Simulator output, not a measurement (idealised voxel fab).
The process module presented herein is designated voxel capacitor over wiring.
270 nm wide, 5 nm square cells: that's cross-section cut.
This document writes a cross-section as a grid whose cells are square, and gives it as bands, listed from the top down; one or more rows of cells form a band.
For a band, the entry starts with two heights in nm, that of the top and then that of the bottom, and carries on with the band's materials in order from left to right, each alongside its width in nm; the word "all across" beside a single material means it fills the band edge to edge, and "blank" means empty space.
Where do heights start? At 0: under that level the wafer as delivered is made of one material only. And the lowest band has no floor; it just carries on downward, as in "0 down".
Width spec "30..40" -> top row of cells at first value, bottom row at second value, equal per-row change in between.
Key: "changes: none" - step with no changed cell in the cross-section.
So "Closed void catalog" is basically the list of trapped voids: any empty space of 8 cells or more that can't reach the top through an opening. They're written width x height at distance, the distance being from the left edge, and it's all nm.
It should be noted that, on the line of a given step, the content following the step's settings is a remark produced by the simulator itself with respect to that step.
overlay nm: on a step with a mask, how far right of its planned place the mask lay; negative means left.

Planned process steps:
1,RECEIVE | material Si
2,CONFORMAL_DEP | material SiO2 | thk nm 15
3,CONFORMAL_DEP | material SiCN | thk nm 5
4,DIRECTIONAL_DEP | material SiO2 | thk nm 25
5,MASKED_ETCH | tone open | mask id METAL_1 | width nm 20 | pitch nm 90 | etch materials SiO2 | depth nm 25 | overlay nm 0
6,MASKED_ETCH | tone open | mask id METAL_1 | width nm 20 | pitch nm 90 | etch materials SiCN | depth nm 5 | overlay nm 0
7,CONFORMAL_DEP | material TiN | thk nm 5
8,FILL_DEP | material Cu | thk nm 10
9,CMP | height nm 45
10,EPI | material Ru | thk nm 5
11,FILL_DEP | material SiCN | thk nm 5
12,DIRECTIONAL_DEP | material lowk | thk nm 10
13,MASKED_ETCH | tone open | mask id PLUG_1 | width nm 15 | etch materials lowk | depth nm 10 | overlay nm 0
14,MASKED_ETCH | tone open | mask id PLUG_1 | width nm 15 | etch materials SiCN | depth nm 5 | overlay nm 0
15,CONFORMAL_DEP | material TiN | thk nm 5
16,FILL_DEP | material W | thk nm 10
17,CMP | height nm 65
18,DIRECTIONAL_DEP | material TiN | thk nm 5
19,DIRECTIONAL_DEP | material HfO2 | thk nm 5
20,DIRECTIONAL_DEP | material TiN | thk nm 10
21,MASKED_ETCH | tone cover | mask id UPPER_PLATE | width nm 75 | etch materials TiN | depth nm 10 | overlay nm 0
22,MASKED_ETCH | tone cover | mask id UPPER_PLATE | width nm 75 | etch materials HfO2 | depth nm 5 | overlay nm 0
23,MASKED_ETCH | tone cover | mask id LOWER_PLATE | width nm 85 | etch materials TiN | depth nm 5 | overlay nm 0
24,FILL_DEP | material SiO2 | thk nm 20
25,CMP | height nm 100
26,MASKED_ETCH | tone open | mask id PLUG_2 | width nm 15 | etch materials SiO2 | depth nm 15 | overlay nm -15
27,CONFORMAL_DEP | material TiN | thk nm 5
28,FILL_DEP | material W | thk nm 10
29,CMP | height nm 100
30,CONFORMAL_DEP | material SiCN | thk nm 5
Among the wafers covered here, the point of difference is the overlay nm at step 26; their starting state is shared, and the plan presents the value of the first wafer.

Cross-section of the first of several wafers on receipt, reflecting completion of step 1:
- 0 down  Si all across
- Closed void catalog: none

First of several wafers: cross-section at the end of the module, after step 30, its last step:
- 105 to 100  SiCN all across
- 100 to 90  80 of SiO2  5 of TiN  5 of W  5 of TiN  175 of SiO2
- 90 to 85  80 of SiO2  15 of TiN  175 of SiO2
- 85 to 75  85 of SiO2  75 of TiN  110 of SiO2
- 75 to 70  85 of SiO2  75 of HfO2  110 of SiO2
- 70 to 65  80 of SiO2  85 of TiN  105 of SiO2
- 65 to 55  85 of lowk  5 of TiN  5 of W  5 of TiN  170 of lowk
- 55 to 50  85 of SiCN  15 of TiN  170 of SiCN
- 50 to 45  75 of SiCN  30 of Ru  60 of SiCN  30 of Ru  75 of SiCN
- 45 to 20  80 of SiO2  5 of TiN  10 of Cu  5 of TiN  70 of SiO2  5 of TiN  10 of Cu  5 of TiN  80 of SiO2
- 20 to 15  80 of SiCN  20 of TiN  70 of SiCN  20 of TiN  80 of SiCN
- 15 to 0  SiO2 all across
- 0 down  Si all across
- Closed void catalog: none

Cross-sectional depiction of the last of several wafers upon completion of the module:
- 105 to 100  SiCN all across
- 100 to 90  110 of SiO2  5 of TiN  5 of W  5 of TiN  145 of SiO2
- 90 to 85  110 of SiO2  15 of TiN  145 of SiO2
- 85 to 75  85 of SiO2  75 of TiN  110 of SiO2
- 75 to 70  85 of SiO2  75 of HfO2  110 of SiO2
- 70 to 65  80 of SiO2  85 of TiN  105 of SiO2
- 65 to 55  85 of lowk  5 of TiN  5 of W  5 of TiN  170 of lowk
- 55 to 50  85 of SiCN  15 of TiN  170 of SiCN
- 50 to 45  75 of SiCN  30 of Ru  60 of SiCN  30 of Ru  75 of SiCN
- 45 to 20  80 of SiO2  5 of TiN  10 of Cu  5 of TiN  70 of SiO2  5 of TiN  10 of Cu  5 of TiN  80 of SiO2
- 20 to 15  80 of SiCN  20 of TiN  70 of SiCN  20 of TiN  80 of SiCN
- 15 to 0  SiO2 all across
- 0 down  Si all across
- Closed void catalog: none

Where each wafer stands at the end of the module, a row apiece: cells of each material gained (+) or lost (-) since it was received, then closed voids:
overlay nm -15, +20 Cu, +15 HfO2, +12 Ru, +193 SiCN, +699 SiO2, +89 TiN, +4 W, +102 lowk, Closed void catalog: none
overlay nm -10, +20 Cu, +15 HfO2, +12 Ru, +193 SiCN, +699 SiO2, +89 TiN, +4 W, +102 lowk, Closed void catalog: none
overlay nm -5, +20 Cu, +15 HfO2, +12 Ru, +193 SiCN, +699 SiO2, +89 TiN, +4 W, +102 lowk, Closed void catalog: none
overlay nm 0, +20 Cu, +15 HfO2, +12 Ru, +193 SiCN, +699 SiO2, +89 TiN, +4 W, +102 lowk, Closed void catalog: none
overlay nm 5, +20 Cu, +15 HfO2, +12 Ru, +193 SiCN, +699 SiO2, +89 TiN, +4 W, +102 lowk, Closed void catalog: none
overlay nm 10, +20 Cu, +15 HfO2, +12 Ru, +193 SiCN, +699 SiO2, +89 TiN, +4 W, +102 lowk, Closed void catalog: none
overlay nm 15, +20 Cu, +15 HfO2, +12 Ru, +193 SiCN, +699 SiO2, +89 TiN, +4 W, +102 lowk, Closed void catalog: none
